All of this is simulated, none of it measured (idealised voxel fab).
The document below concerns the process module designated voxel wiring stack.
Section shown: cut. Width: 250 nm. Cell size: 5 nm, square.
If you're reading a cross-section in this doc, picture square cells in a grid; it comes to you as bands, top ones listed first down to the bottom, and a band can be one or more rows of cells.
Band: top height; bottom height; in nm. Then, left to right: material with width in nm, for each material. "throughout": a single material spanning edge to edge. "air": empty space.
Note: height 0 marks the level under which the wafer is uniformly one material as received. Lowest band unbounded below, written "from 0 down".
A width given as "30..40" starts at the first number in the band's top row and ends at the second number in its bottom row, shifting by an equal amount at every step from row to row.
When a step is marked "nothing altered", none of the cells in the cross-section changed during that step.
Under "Sealed internal cavities" you'll find the enclosed gaps, the ones with no way out to the top, that are 8 cells or bigger; each reads width x height at distance, with distance counted from the left edge, everything in nm.
That trailing text on a step's line, after the settings, is the simulator's own remark on the step.
You can add "overlay nm" to a step's line. For a step with a mask, it describes how far the mask lay to the right of its planned position, and a negative number describes a lay to the left.
So the way this works: pairs, before and after one process step. The after picture only goes down to the lowest band that actually changed, nothing below. Step and its settings are under each pair. And watch out, pairs might come from different runs of this module, same starting wafer though, so a pair only follows on from the one above if its "Incoming structure" entry tells you so.

# Incoming structure
  from 75 to 65: Cu throughout
  from 65 to 60: TiN: 65  Cu: 25  TiN: 25  Cu: 25  TiN: 25  Cu: 25  TiN: 60
  from 60 to 50: lowk: 60  TiN: 5  Cu: 25  TiN: 5  lowk: 15  TiN: 5  Cu: 25  TiN: 5  lowk: 15  TiN: 5  Cu: 25  TiN: 5  lowk: 55
  from 50 to 45: lowk: 60  TiN: 5  Cu: 5  TiN: 25  lowk: 15  TiN: 5  Cu: 5  TiN: 25  lowk: 15  TiN: 5  Cu: 5  TiN: 25  lowk: 55
  from 45 to 35: lowk: 60  TiN: 5  Cu: 5  TiN: 5  lowk: 35  TiN: 5  Cu: 5  TiN: 5  lowk: 35  TiN: 5  Cu: 5  TiN: 5  lowk: 75
  from 35 to 30: SiCN: 60  TiN: 15  SiCN: 35  TiN: 15  SiCN: 35  TiN: 15  SiCN: 75
  from 30 to 15: lowk: 60  W: 30  lowk: 20  W: 30  lowk: 20  W: 30  lowk: 60
  from 15 to 10: lowk: 60  TiN: 30  lowk: 20  TiN: 30  lowk: 20  TiN: 30  lowk: 60
  from 10 to 0: SiO2 throughout
  from 0 down: Si throughout
  Sealed internal cavities: none

# Resulting Cross-Section
  from 60 to 50: lowk: 60  TiN: 5  Cu: 25  TiN: 5  lowk: 15  TiN: 5  Cu: 25  TiN: 5  lowk: 15  TiN: 5  Cu: 25  TiN: 5  lowk: 55
  Beneath the level 50, the cross-section is identical to its previous state.
  Sealed internal cavities: none
Link between the two cross-sections above: CMP with height nm 60

Incoming structure: we pick up right where the pair above leaves off, with its after cross-section.

# Resulting Cross-Section
  from 65 to 60: SiCN throughout
  Beneath the level 60, the cross-section is identical to its previous state.
  Sealed internal cavities: none
Link between the two cross-sections above: CONFORMAL_DEP with material SiCN, thk nm 5

Incoming structure: we pick up right where the pair above leaves off, with its after cross-section.

# Resulting Cross-Section
  from 80 to 65: SiO2 throughout
  Beneath the level 65, the cross-section is identical to its previous state.
  Sealed internal cavities: none
Link between the two cross-sections above: DIRECTIONAL_DEP with material SiO2, thk nm 15

Incoming structure: we pick up right where the pair above leaves off, with its after cross-section.

# Resulting Cross-Section
  from 95 to 80: resist: 60  air: 15  resist: 35  air: 15  resist: 35  air: 15  resist: 75
  Beneath the level 80, the cross-section is identical to its previous state.
  Sealed internal cavities: none
Link between the two cross-sections above: PATTERN with tone open, mask id PLUG_2, material resist, width nm 15, pitch nm 50, thk nm 15, overlay nm 0

Incoming structure: we pick up right where the pair above leaves off, with its after cross-section.

# Resulting Cross-Section
  from 95 to 80: resist: 60  air: 15  resist: 35  air: 15  resist: 35  air: 15  resist: 75
  from 80 to 65: SiO2: 60  air: 15  SiO2: 35  air: 15  SiO2: 35  air: 15  SiO2: 75
  Beneath the level 65, the cross-section is identical to its previous state.
  Sealed internal cavities: none
Link between the two cross-sections above: DIRECTIONAL_ETCH with etch materials SiO2, depth nm 15

Incoming structure: we pick up right where the pair above leaves off, with its after cross-section.

# Resulting Cross-Section
  from 95 to 80: resist: 60  air: 15  resist: 35  air: 15  resist: 35  air: 15  resist: 75
  from 80 to 65: SiO2: 60  air: 15  SiO2: 35  air: 15  SiO2: 35  air: 15  SiO2: 75
  from 65 to 60: SiCN: 60  air: 15  SiCN: 35  air: 15  SiCN: 35  air: 15  SiCN: 75
  Beneath the level 60, the cross-section is identical to its previous state.
  Sealed internal cavities: none
Link between the two cross-sections above: DIRECTIONAL_ETCH with etch materials SiCN, depth nm 5

Incoming structure: we pick up right where the pair above leaves off, with its after cross-section.

# Resulting Cross-Section
  from 80 to 65: SiO2: 60  air: 15  SiO2: 35  air: 15  SiO2: 35  air: 15  SiO2: 75
  Beneath the level 65, the cross-section is identical to its previous state.
  Sealed internal cavities: none
Link between the two cross-sections above: STRIP with etch materials resist

Incoming structure: we pick up right where the pair above leaves off, with its after cross-section.

# Resulting Cross-Section
  from 80 to 70: SiO2: 60  air: 15  SiO2: 35  air: 15  SiO2: 35  air: 15  SiO2: 75
  from 70 to 65: SiO2: 60  Ru: 15  SiO2: 35  Ru: 15  SiO2: 35  Ru: 15  SiO2: 75
  from 65 to 60: SiCN: 60  Ru: 15  SiCN: 35  Ru: 15  SiCN: 35  Ru: 15  SiCN: 75
  Beneath the level 60, the cross-section is identical to its previous state.
  Sealed internal cavities: none
Link between the two cross-sections above: EPI with material Ru, thk nm 10

Incoming structure: we pick up right where the pair above leaves off, with its after cross-section.

# Resulting Cross-Section
  from 80 to 65: SiO2: 60  Ru: 15  SiO2: 35  Ru: 15  SiO2: 35  Ru: 15  SiO2: 75
  Beneath the level 65, the cross-section is identical to its previous state.
  Sealed internal cavities: none
Link between the two cross-sections above: EPI with material Ru, thk nm 10

Incoming structure: we pick up right where the pair above leaves off, with its after cross-section.

# Resulting Cross-Section
  from 85 to 80: TiN throughout
  Beneath the level 80, the cross-section is identical to its previous state.
  Sealed internal cavities: none
Link between the two cross-sections above: DIRECTIONAL_DEP with material TiN, thk nm 5

Incoming structure: we pick up right where the pair above leaves off, with its after cross-section.

# Resulting Cross-Section
  from 110 to 85: Ru throughout
  Beneath the level 85, the cross-section is identical to its previous state.
  Sealed internal cavities: none
Link between the two cross-sections above: DIRECTIONAL_DEP with material Ru, thk nm 25

Incoming structure: we pick up right where the pair above leaves off, with its after cross-section.

# Resulting Cross-Section
  from 110 to 85: air: 60  Ru: 30  air: 20  Ru: 30  air: 20  Ru: 30  air: 60
  Beneath the level 85, the cross-section is identical to its previous state.
  Sealed internal cavities: none
Link between the two cross-sections above: MASKED_ETCH with tone cover, mask id METAL_3, width nm 30, pitch nm 50, etch materials Ru, depth nm 25, overlay nm 0

Incoming structure: we pick up right where the pair above leaves off, with its after cross-section.

# Resulting Cross-Section
  from 110 to 85: air: 60  Ru: 30  air: 20  Ru: 30  air: 20  Ru: 30  air: 60
  from 85 to 80: air: 60  TiN: 30  air: 20  TiN: 30  air: 20  TiN: 30  air: 60
  Beneath the level 80, the cross-section is identical to its previous state.
  Sealed internal cavities: none
Link between the two cross-sections above: MASKED_ETCH with tone cover, mask id METAL_3, width nm 30, pitch nm 50, etch materials TiN, depth nm 5, overlay nm 0

Incoming structure: we pick up right where the pair above leaves off, with its after cross-section.

# Resulting Cross-Section
  from 115 to 110: air: 55  SiCN: 40  air: 10  SiCN: 40  air: 10  SiCN: 40  air: 55
  from 110 to 85: air: 55  SiCN: 5  Ru: 30  SiCN: 5  air: 10  SiCN: 5  Ru: 30  SiCN: 5  air: 10  SiCN: 5  Ru: 30  SiCN: 5  air: 55
  from 85 to 80: SiCN: 60  TiN: 30  SiCN: 20  TiN: 30  SiCN: 20  TiN: 30  SiCN: 60
  Beneath the level 80, the cross-section is identical to its previous state.
  Sealed internal cavities: none
Link between the two cross-sections above: CONFORMAL_DEP with material SiCN, thk nm 5

Incoming structure: we pick up right where the pair above leaves off, with its after cross-section.

# Resulting Cross-Section
  from 120 to 115: lowk throughout
  from 115 to 110: lowk: 55  SiCN: 40  lowk: 10  SiCN: 40  lowk: 10  SiCN: 40  lowk: 55
  from 110 to 85: lowk: 55  SiCN: 5  Ru: 30  SiCN: 5  lowk: 10  SiCN: 5  Ru: 30  SiCN: 5  lowk: 10  SiCN: 5  Ru: 30  SiCN: 5  lowk: 55
  Beneath the level 85, the cross-section is identical to its previous state.
  Sealed internal cavities: none
Link between the two cross-sections above: FILL_DEP with material lowk, thk nm 5

Incoming structure: we pick up right where the pair above leaves off, with its after cross-section.

# Resulting Cross-Section
  from 110 to 85: lowk: 55  SiCN: 5  Ru: 30  SiCN: 5  lowk: 10  SiCN: 5  Ru: 30  SiCN: 5  lowk: 10  SiCN: 5  Ru: 30  SiCN: 5  lowk: 55
  Beneath the level 85, the cross-section is identical to its previous state.
  Sealed internal cavities: none
Link between the two cross-sections above: CMP with height nm 110

Incoming structure: we pick up right where the pair above leaves off, with its after cross-section.

# Resulting Cross-Section
  from 115 to 110: SiCN throughout
  Beneath the level 110, the cross-section is identical to its previous state.
  Sealed internal cavities: none
Link between the two cross-sections above: CONFORMAL_DEP with material SiCN, thk nm 5

# Incoming structure
  from 80 to 65: SiO2 throughout
  from 65 to 60: SiCN throughout
  from 60 to 50: lowk: 60  TiN: 5  Cu: 20  TiN: 5  lowk: 20  TiN: 5  Cu: 20  TiN: 5  lowk: 20  TiN: 5  Cu: 20  TiN: 5  lowk: 60
  from 50 to 45: lowk: 60  TiN: 5  Cu: 5  TiN: 20  lowk: 20  TiN: 5  Cu: 5  TiN: 20  lowk: 20  TiN: 5  Cu: 5  TiN: 20  lowk: 60
  from 45 to 35: lowk: 60  TiN: 5  Cu: 5  TiN: 5  lowk: 35  TiN: 5  Cu: 5  TiN: 5  lowk: 35  TiN: 5  Cu: 5  TiN: 5  lowk: 75
  from 35 to 30: SiCN: 60  TiN: 15  SiCN: 35  TiN: 15  SiCN: 35  TiN: 15  SiCN: 75
  from 30 to 15: lowk: 60  W: 30  lowk: 20  W: 30  lowk: 20  W: 30  lowk: 60
  from 15 to 10: lowk: 60  TiN: 30  lowk: 20  TiN: 30  lowk: 20  TiN: 30  lowk: 60
  from 10 to 0: SiO2 throughout
  from 0 down: Si throughout
  Sealed internal cavities: none

# Resulting Cross-Section
  from 95 to 80: resist: 55  air: 15  resist: 35  air: 15  resist: 35  air: 15  resist: 80
  Beneath the level 80, the cross-section is identical to its previous state.
  Sealed internal cavities: none
Link between the two cross-sections above: PATTERN with tone open, mask id PLUG_2, material resist, width nm 15, pitch nm 50, thk nm 15, overlay nm -5

Incoming structure: we pick up right where the pair above leaves off, with its after cross-section.

# Resulting Cross-Section
  from 95 to 80: resist: 55  air: 15  resist: 35  air: 15  resist: 35  air: 15  resist: 80
  from 80 to 65: SiO2: 55  air: 15  SiO2: 35  air: 15  SiO2: 35  air: 15  SiO2: 80
  Beneath the level 65, the cross-section is identical to its previous state.
  Sealed internal cavities: none
Link between the two cross-sections above: DIRECTIONAL_ETCH with etch materials SiO2, depth nm 15

Incoming structure: we pick up right where the pair above leaves off, with its after cross-section.

# Resulting Cross-Section
  from 95 to 80: resist: 55  air: 15  resist: 35  air: 15  resist: 35  air: 15  resist: 80
  from 80 to 65: SiO2: 55  air: 15  SiO2: 35  air: 15  SiO2: 35  air: 15  SiO2: 80
  from 65 to 60: SiCN: 55  air: 15  SiCN: 35  air: 15  SiCN: 35  air: 15  SiCN: 80
  Beneath the level 60, the cross-section is identical to its previous state.
  Sealed internal cavities: none
Link between the two cross-sections above: DIRECTIONAL_ETCH with etch materials SiCN, depth nm 5

Incoming structure: we pick up right where the pair above leaves off, with its after cross-section.

# Resulting Cross-Section
  from 80 to 65: SiO2: 55  air: 15  SiO2: 35  air: 15  SiO2: 35  air: 15  SiO2: 80
  Beneath the level 65, the cross-section is identical to its previous state.
  Sealed internal cavities: none
Link between the two cross-sections above: STRIP with etch materials resist

Incoming structure: we pick up right where the pair above leaves off, with its after cross-section.

# Resulting Cross-Section
  from 80 to 70: SiO2: 55  air: 15  SiO2: 35  air: 15  SiO2: 35  air: 15  SiO2: 80
  from 70 to 65: SiO2: 55  Ru: 15  SiO2: 35  Ru: 15  SiO2: 35  Ru: 15  SiO2: 80
  from 65 to 60: SiCN: 55  Ru: 15  SiCN: 35  Ru: 15  SiCN: 35  Ru: 15  SiCN: 80
  Beneath the level 60, the cross-section is identical to its previous state.
  Sealed internal cavities: none
Link between the two cross-sections above: EPI with material Ru, thk nm 10

Incoming structure: we pick up right where the pair above leaves off, with its after cross-section.

# Resulting Cross-Section
  from 80 to 65: SiO2: 55  Ru: 15  SiO2: 35  Ru: 15  SiO2: 35  Ru: 15  SiO2: 80
  Beneath the level 65, the cross-section is identical to its previous state.
  Sealed internal cavities: none
Link between the two cross-sections above: EPI with material Ru, thk nm 10

Incoming structure: we pick up right where the pair above leaves off, with its after cross-section.

# Resulting Cross-Section
  from 85 to 80: TiN throughout
  Beneath the level 80, the cross-section is identical to its previous state.
  Sealed internal cavities: none
Link between the two cross-sections above: DIRECTIONAL_DEP with material TiN, thk nm 5

Incoming structure: we pick up right where the pair above leaves off, with its after cross-section.

# Resulting Cross-Section
  from 110 to 85: Ru throughout
  Beneath the level 85, the cross-section is identical to its previous state.
  Sealed internal cavities: none
Link between the two cross-sections above: DIRECTIONAL_DEP with material Ru, thk nm 25

Incoming structure: we pick up right where the pair above leaves off, with its after cross-section.

# Resulting Cross-Section
  from 110 to 85: air: 60  Ru: 30  air: 20  Ru: 30  air: 20  Ru: 30  air: 60
  Beneath the level 85, the cross-section is identical to its previous state.
  Sealed internal cavities: none
Link between the two cross-sections above: MASKED_ETCH with tone cover, mask id METAL_3, width nm 30, pitch nm 50, etch materials Ru, depth nm 25, overlay nm 0

Incoming structure: we pick up right where the pair above leaves off, with its after cross-section.

# Resulting Cross-Section
  from 110 to 85: air: 60  Ru: 30  air: 20  Ru: 30  air: 20  Ru: 30  air: 60
  from 85 to 80: air: 60  TiN: 30  air: 20  TiN: 30  air: 20  TiN: 30  air: 60
  Beneath the level 80, the cross-section is identical to its previous state.
  Sealed internal cavities: none
Link between the two cross-sections above: MASKED_ETCH with tone cover, mask id METAL_3, width nm 30, pitch nm 50, etch materials TiN, depth nm 5, overlay nm 0

Incoming structure: we pick up right where the pair above leaves off, with its after cross-section.

# Resulting Cross-Section
  from 115 to 110: air: 55  SiCN: 40  air: 10  SiCN: 40  air: 10  SiCN: 40  air: 55
  from 110 to 85: air: 55  SiCN: 5  Ru: 30  SiCN: 5  air: 10  SiCN: 5  Ru: 30  SiCN: 5  air: 10  SiCN: 5  Ru: 30  SiCN: 5  air: 55
  from 85 to 80: SiCN: 60  TiN: 30  SiCN: 20  TiN: 30  SiCN: 20  TiN: 30  SiCN: 60
  Beneath the level 80, the cross-section is identical to its previous state.
  Sealed internal cavities: none
Link between the two cross-sections above: CONFORMAL_DEP with material SiCN, thk nm 5

Incoming structure: we pick up right where the pair above leaves off, with its after cross-section.

# Resulting Cross-Section
  from 120 to 115: lowk throughout
  from 115 to 110: lowk: 55  SiCN: 40  lowk: 10  SiCN: 40  lowk: 10  SiCN: 40  lowk: 55
  from 110 to 85: lowk: 55  SiCN: 5  Ru: 30  SiCN: 5  lowk: 10  SiCN: 5  Ru: 30  SiCN: 5  lowk: 10  SiCN: 5  Ru: 30  SiCN: 5  lowk: 55
  Beneath the level 85, the cross-section is identical to its previous state.
  Sealed internal cavities: none
Link between the two cross-sections above: FILL_DEP with material lowk, thk nm 5

Incoming structure: we pick up right where the pair above leaves off, with its after cross-section.

# Resulting Cross-Section
  from 110 to 85: lowk: 55  SiCN: 5  Ru: 30  SiCN: 5  lowk: 10  SiCN: 5  Ru: 30  SiCN: 5  lowk: 10  SiCN: 5  Ru: 30  SiCN: 5  lowk: 55
  Beneath the level 85, the cross-section is identical to its previous state.
  Sealed internal cavities: none
Link between the two cross-sections above: CMP with height nm 110

Incoming structure: we pick up right where the pair above leaves off, with its after cross-section.

# Resulting Cross-Section
  from 115 to 110: SiCN throughout
  Beneath the level 110, the cross-section is identical to its previous state.
  Sealed internal cavities: none
Link between the two cross-sections above: CONFORMAL_DEP with material SiCN, thk nm 5

# Incoming structure
  from 0 down: Si throughout
  Sealed internal cavities: none

# Resulting Cross-Section
  from 10 to 0: Ru throughout
  Beneath the level 0, the cross-section is identical to its previous state.
  Sealed internal cavities: none
Link between the two cross-sections above: CONFORMAL_DEP with material Ru, thk nm 10

Incoming structure: we pick up right where the pair above leaves off, with its after cross-section.

# Resulting Cross-Section
  from 15 to 10: TiN throughout
  Beneath the level 10, the cross-section is identical to its previous state.
  Sealed internal cavities: none
Link between the two cross-sections above: DIRECTIONAL_DEP with material TiN, thk nm 5

Incoming structure: we pick up right where the pair above leaves off, with its after cross-section.

# Resulting Cross-Section
  from 30 to 15: W throughout
  Beneath the level 15, the cross-section is identical to its previous state.
  Sealed internal cavities: none
Link between the two cross-sections above: DIRECTIONAL_DEP with material W, thk nm 15

Incoming structure: we pick up right where the pair above leaves off, with its after cross-section.

# Resulting Cross-Section
  from 40 to 30: aC throughout
  Beneath the level 30, the cross-section is identical to its previous state.
  Sealed internal cavities: none
Link between the two cross-sections above: DIRECTIONAL_DEP with material aC, thk nm 10

Incoming structure: we pick up right where the pair above leaves off, with its after cross-section.

# Resulting Cross-Section
  from 65 to 40: air: 60  resist: 30  air: 20  resist: 30  air: 20  resist: 30  air: 60
  Beneath the level 40, the cross-section is identical to its previous state.
  Sealed internal cavities: none
Link between the two cross-sections above: PATTERN with tone cover, mask id METAL_1, material resist, width nm 30, pitch nm 50, thk nm 25, overlay nm 0

Incoming structure: we pick up right where the pair above leaves off, with its after cross-section.

# Resulting Cross-Section
  from 55 to 40: air: 60  resist: 30  air: 20  resist: 30  air: 20  resist: 30  air: 60
  from 40 to 30: air: 60  aC: 30  air: 20  aC: 30  air: 20  aC: 30  air: 60
  Beneath the level 30, the cross-section is identical to its previous state.
  Sealed internal cavities: none
Link between the two cross-sections above: DIRECTIONAL_ETCH with etch materials aC, depth nm 10

Incoming structure: we pick up right where the pair above leaves off, with its after cross-section.

# Resulting Cross-Section
  from 40 to 30: air: 60  aC: 30  air: 20  aC: 30  air: 20  aC: 30  air: 60
  Beneath the level 30, the cross-section is identical to its previous state.
  Sealed internal cavities: none
Link between the two cross-sections above: STRIP with etch materials resist

Incoming structure: we pick up right where the pair above leaves off, with its after cross-section.

# Resulting Cross-Section
  from 40 to 30: air: 60  aC: 30  air: 20  aC: 30  air: 20  aC: 30  air: 60
  from 30 to 15: air: 60  W: 30  air: 20  W: 30  air: 20  W: 30  air: 60
  Beneath the level 15, the cross-section is identical to its previous state.
  Sealed internal cavities: none
Link between the two cross-sections above: DIRECTIONAL_ETCH with etch materials W, depth nm 15

Incoming structure: we pick up right where the pair above leaves off, with its after cross-section.

# Resulting Cross-Section
  from 40 to 30: air: 60  aC: 30  air: 20  aC: 30  air: 20  aC: 30  air: 60
  from 30 to 15: air: 60  W: 30  air: 20  W: 30  air: 20  W: 30  air: 60
  from 15 to 10: air: 60  TiN: 30  air: 20  TiN: 30  air: 20  TiN: 30  air: 60
  Beneath the level 10, the cross-section is identical to its previous state.
  Sealed internal cavities: none
Link between the two cross-sections above: DIRECTIONAL_ETCH with etch materials TiN, depth nm 5

Incoming structure: we pick up right where the pair above leaves off, with its after cross-section.

# Resulting Cross-Section
  from 30 to 15: air: 60  W: 30  air: 20  W: 30  air: 20  W: 30  air: 60
  Beneath the level 15, the cross-section is identical to its previous state.
  Sealed internal cavities: none
Link between the two cross-sections above: STRIP with etch materials aC

Incoming structure: we pick up right where the pair above leaves off, with its after cross-section.

# Resulting Cross-Section
  from 35 to 30: lowk throughout
  from 30 to 15: lowk: 60  W: 30  lowk: 20  W: 30  lowk: 20  W: 30  lowk: 60
  from 15 to 10: lowk: 60  TiN: 30  lowk: 20  TiN: 30  lowk: 20  TiN: 30  lowk: 60
  Beneath the level 10, the cross-section is identical to its previous state.
  Sealed internal cavities: none
Link between the two cross-sections above: FILL_DEP with material lowk, thk nm 5

Incoming structure: we pick up right where the pair above leaves off, with its after cross-section.

# Resulting Cross-Section
  from 30 to 15: lowk: 60  W: 30  lowk: 20  W: 30  lowk: 20  W: 30  lowk: 60
  Beneath the level 15, the cross-section is identical to its previous state.
  Sealed internal cavities: none
Link between the two cross-sections above: CMP with height nm 30

Incoming structure: we pick up right where the pair above leaves off, with its after cross-section.

# Resulting Cross-Section
  from 35 to 30: SiCN throughout
  Beneath the level 30, the cross-section is identical to its previous state.
  Sealed internal cavities: none
Link between the two cross-sections above: CONFORMAL_DEP with material SiCN, thk nm 5

Incoming structure: we pick up right where the pair above leaves off, with its after cross-section.

# Resulting Cross-Section
  from 60 to 35: lowk throughout
  Beneath the level 35, the cross-section is identical to its previous state.
  Sealed internal cavities: none
Link between the two cross-sections above: DIRECTIONAL_DEP with material lowk, thk nm 25

Incoming structure: we pick up right where the pair above leaves off, with its after cross-section.

# Resulting Cross-Section
  from 70 to 60: aC throughout
  Beneath the level 60, the cross-section is identical to its previous state.
  Sealed internal cavities: none
Link between the two cross-sections above: DIRECTIONAL_DEP with material aC, thk nm 10

Incoming structure: we pick up right where the pair above leaves off, with its after cross-section.

# Resulting Cross-Section
  from 95 to 70: resist: 60  air: 30  resist: 20  air: 30  resist: 20  air: 30  resist: 60
  Beneath the level 70, the cross-section is identical to its previous state.
  Sealed internal cavities: none
Link between the two cross-sections above: PATTERN with tone open, mask id METAL_2, material resist, width nm 30, pitch nm 50, thk nm 25, overlay nm 0

Incoming structure: we pick up right where the pair above leaves off, with its after cross-section.

# Resulting Cross-Section
  from 85 to 70: resist: 60  air: 30  resist: 20  air: 30  resist: 20  air: 30  resist: 60
  from 70 to 60: aC: 60  air: 30  aC: 20  air: 30  aC: 20  air: 30  aC: 60
  Beneath the level 60, the cross-section is identical to its previous state.
  Sealed internal cavities: none
Link between the two cross-sections above: DIRECTIONAL_ETCH with etch materials aC, depth nm 10

Incoming structure: we pick up right where the pair above leaves off, with its after cross-section.

# Resulting Cross-Section
  from 70 to 60: aC: 60  air: 30  aC: 20  air: 30  aC: 20  air: 30  aC: 60
  Beneath the level 60, the cross-section is identical to its previous state.
  Sealed internal cavities: none
Link between the two cross-sections above: STRIP with etch materials resist

Incoming structure: we pick up right where the pair above leaves off, with its after cross-section.

# Resulting Cross-Section
  from 70 to 60: aC: 60  air: 30  aC: 20  air: 30  aC: 20  air: 30  aC: 60
  from 60 to 45: lowk: 60  air: 30  lowk: 20  air: 30  lowk: 20  air: 30  lowk: 60
  Beneath the level 45, the cross-section is identical to its previous state.
  Sealed internal cavities: none
Link between the two cross-sections above: DIRECTIONAL_ETCH with etch materials lowk, depth nm 15

Incoming structure: we pick up right where the pair above leaves off, with its after cross-section.

# Resulting Cross-Section
  from 60 to 45: lowk: 60  air: 30  lowk: 20  air: 30  lowk: 20  air: 30  lowk: 60
  Beneath the level 45, the cross-section is identical to its previous state.
  Sealed internal cavities: none
Link between the two cross-sections above: STRIP with etch materials aC

Incoming structure: we pick up right where the pair above leaves off, with its after cross-section.

# Resulting Cross-Section
  from 60 to 45: lowk: 60  air: 30  lowk: 20  air: 30  lowk: 20  air: 30  lowk: 60
  from 45 to 35: lowk: 60  air: 15  lowk: 35  air: 15  lowk: 35  air: 15  lowk: 75
  Beneath the level 35, the cross-section is identical to its previous state.
  Sealed internal cavities: none
Link between the two cross-sections above: MASKED_ETCH with tone open, mask id METAL_2_HOLES, width nm 15, pitch nm 50, etch materials lowk, depth nm 10, overlay nm 0

Incoming structure: we pick up right where the pair above leaves off, with its after cross-section.

# Resulting Cross-Section
  from 60 to 45: lowk: 60  air: 30  lowk: 20  air: 30  lowk: 20  air: 30  lowk: 60
  from 45 to 35: lowk: 60  air: 15  lowk: 35  air: 15  lowk: 35  air: 15  lowk: 75
  from 35 to 30: SiCN: 60  air: 15  SiCN: 35  air: 15  SiCN: 35  air: 15  SiCN: 75
  Beneath the level 30, the cross-section is identical to its previous state.
  Sealed internal cavities: none
Link between the two cross-sections above: MASKED_ETCH with tone open, mask id METAL_2_HOLES, width nm 15, pitch nm 50, etch materials SiCN, depth nm 5, overlay nm 0

Incoming structure: we pick up right where the pair above leaves off, with its after cross-section.

# Resulting Cross-Section
  from 65 to 60: TiN: 65  air: 20  TiN: 30  air: 20  TiN: 30  air: 20  TiN: 65
  from 60 to 50: lowk: 60  TiN: 5  air: 20  TiN: 5  lowk: 20  TiN: 5  air: 20  TiN: 5  lowk: 20  TiN: 5  air: 20  TiN: 5  lowk: 60
  from 50 to 45: lowk: 60  TiN: 5  air: 5  TiN: 20  lowk: 20  TiN: 5  air: 5  TiN: 20  lowk: 20  TiN: 5  air: 5  TiN: 20  lowk: 60
  from 45 to 35: lowk: 60  TiN: 5  air: 5  TiN: 5  lowk: 35  TiN: 5  air: 5  TiN: 5  lowk: 35  TiN: 5  air: 5  TiN: 5  lowk: 75
  from 35 to 30: SiCN: 60  TiN: 15  SiCN: 35  TiN: 15  SiCN: 35  TiN: 15  SiCN: 75
  Beneath the level 30, the cross-section is identical to its previous state.
  Sealed internal cavities: none
Link between the two cross-sections above: CONFORMAL_DEP with material TiN, thk nm 5

Incoming structure: we pick up right where the pair above leaves off, with its after cross-section.

# Resulting Cross-Section
  from 75 to 65: Cu throughout
  from 65 to 60: TiN: 65  Cu: 20  TiN: 30  Cu: 20  TiN: 30  Cu: 20  TiN: 65
  from 60 to 50: lowk: 60  TiN: 5  Cu: 20  TiN: 5  lowk: 20  TiN: 5  Cu: 20  TiN: 5  lowk: 20  TiN: 5  Cu: 20  TiN: 5  lowk: 60
  from 50 to 45: lowk: 60  TiN: 5  Cu: 5  TiN: 20  lowk: 20  TiN: 5  Cu: 5  TiN: 20  lowk: 20  TiN: 5  Cu: 5  TiN: 20  lowk: 60
  from 45 to 35: lowk: 60  TiN: 5  Cu: 5  TiN: 5  lowk: 35  TiN: 5  Cu: 5  TiN: 5  lowk: 35  TiN: 5  Cu: 5  TiN: 5  lowk: 75
  Beneath the level 35, the cross-section is identical to its previous state.
  Sealed internal cavities: none
Link between the two cross-sections above: FILL_DEP with material Cu, thk nm 10

Incoming structure: we pick up right where the pair above leaves off, with its after cross-section.

# Resulting Cross-Section
  from 60 to 50: lowk: 60  TiN: 5  Cu: 20  TiN: 5  lowk: 20  TiN: 5  Cu: 20  TiN: 5  lowk: 20  TiN: 5  Cu: 20  TiN: 5  lowk: 60
  Beneath the level 50, the cross-section is identical to its previous state.
  Sealed internal cavities: none
Link between the two cross-sections above: CMP with height nm 60

Incoming structure: we pick up right where the pair above leaves off, with its after cross-section.

# Resulting Cross-Section
  from 65 to 60: SiCN throughout
  Beneath the level 60, the cross-section is identical to its previous state.
  Sealed internal cavities: none
Link between the two cross-sections above: CONFORMAL_DEP with material SiCN, thk nm 5

Incoming structure: we pick up right where the pair above leaves off, with its after cross-section.

# Resulting Cross-Section
  from 80 to 65: SiO2 throughout
  Beneath the level 65, the cross-section is identical to its previous state.
  Sealed internal cavities: none
Link between the two cross-sections above: DIRECTIONAL_DEP with material SiO2, thk nm 15

Incoming structure: we pick up right where the pair above leaves off, with its after cross-section.

# Resulting Cross-Section
  from 95 to 80: resist: 60  air: 15  resist: 35  air: 15  resist: 35  air: 15  resist: 75
  Beneath the level 80, the cross-section is identical to its previous state.
  Sealed internal cavities: none
Link between the two cross-sections above: PATTERN with tone open, mask id PLUG_2, material resist, width nm 15, pitch nm 50, thk nm 15, overlay nm 0

Incoming structure: we pick up right where the pair above leaves off, with its after cross-section.

# Resulting Cross-Section
  from 95 to 80: resist: 60  air: 15  resist: 35  air: 15  resist: 35  air: 15  resist: 75
  from 80 to 65: SiO2: 60  air: 15  SiO2: 35  air: 15  SiO2: 35  air: 15  SiO2: 75
  Beneath the level 65, the cross-section is identical to its previous state.
  Sealed internal cavities: none
Link between the two cross-sections above: DIRECTIONAL_ETCH with etch materials SiO2, depth nm 15

Incoming structure: we pick up right where the pair above leaves off, with its after cross-section.

# Resulting Cross-Section
  from 95 to 80: resist: 60  air: 15  resist: 35  air: 15  resist: 35  air: 15  resist: 75
  from 80 to 65: SiO2: 60  air: 15  SiO2: 35  air: 15  SiO2: 35  air: 15  SiO2: 75
  from 65 to 60: SiCN: 60  air: 15  SiCN: 35  air: 15  SiCN: 35  air: 15  SiCN: 75
  Beneath the level 60, the cross-section is identical to its previous state.
  Sealed internal cavities: none
Link between the two cross-sections above: DIRECTIONAL_ETCH with etch materials SiCN, depth nm 5

Incoming structure: we pick up right where the pair above leaves off, with its after cross-section.

# Resulting Cross-Section
  from 80 to 65: SiO2: 60  air: 15  SiO2: 35  air: 15  SiO2: 35  air: 15  SiO2: 75
  Beneath the level 65, the cross-section is identical to its previous state.
  Sealed internal cavities: none
Link between the two cross-sections above: STRIP with etch materials resist

Incoming structure: we pick up right where the pair above leaves off, with its after cross-section.

# Resulting Cross-Section
  from 80 to 70: SiO2: 60  air: 15  SiO2: 35  air: 15  SiO2: 35  air: 15  SiO2: 75
  from 70 to 65: SiO2: 60  Ru: 15  SiO2: 35  Ru: 15  SiO2: 35  Ru: 15  SiO2: 75
  from 65 to 60: SiCN: 60  Ru: 15  SiCN: 35  Ru: 15  SiCN: 35  Ru: 15  SiCN: 75
  Beneath the level 60, the cross-section is identical to its previous state.
  Sealed internal cavities: none
Link between the two cross-sections above: EPI with material Ru, thk nm 10

Incoming structure: we pick up right where the pair above leaves off, with its after cross-section.

# Resulting Cross-Section
  from 80 to 65: SiO2: 60  Ru: 15  SiO2: 35  Ru: 15  SiO2: 35  Ru: 15  SiO2: 75
  Beneath the level 65, the cross-section is identical to its previous state.
  Sealed internal cavities: none
Link between the two cross-sections above: EPI with material Ru, thk nm 10

Incoming structure: we pick up right where the pair above leaves off, with its after cross-section.

# Resulting Cross-Section
  from 85 to 80: TiN throughout
  Beneath the level 80, the cross-section is identical to its previous state.
  Sealed internal cavities: none
Link between the two cross-sections above: DIRECTIONAL_DEP with material TiN, thk nm 5
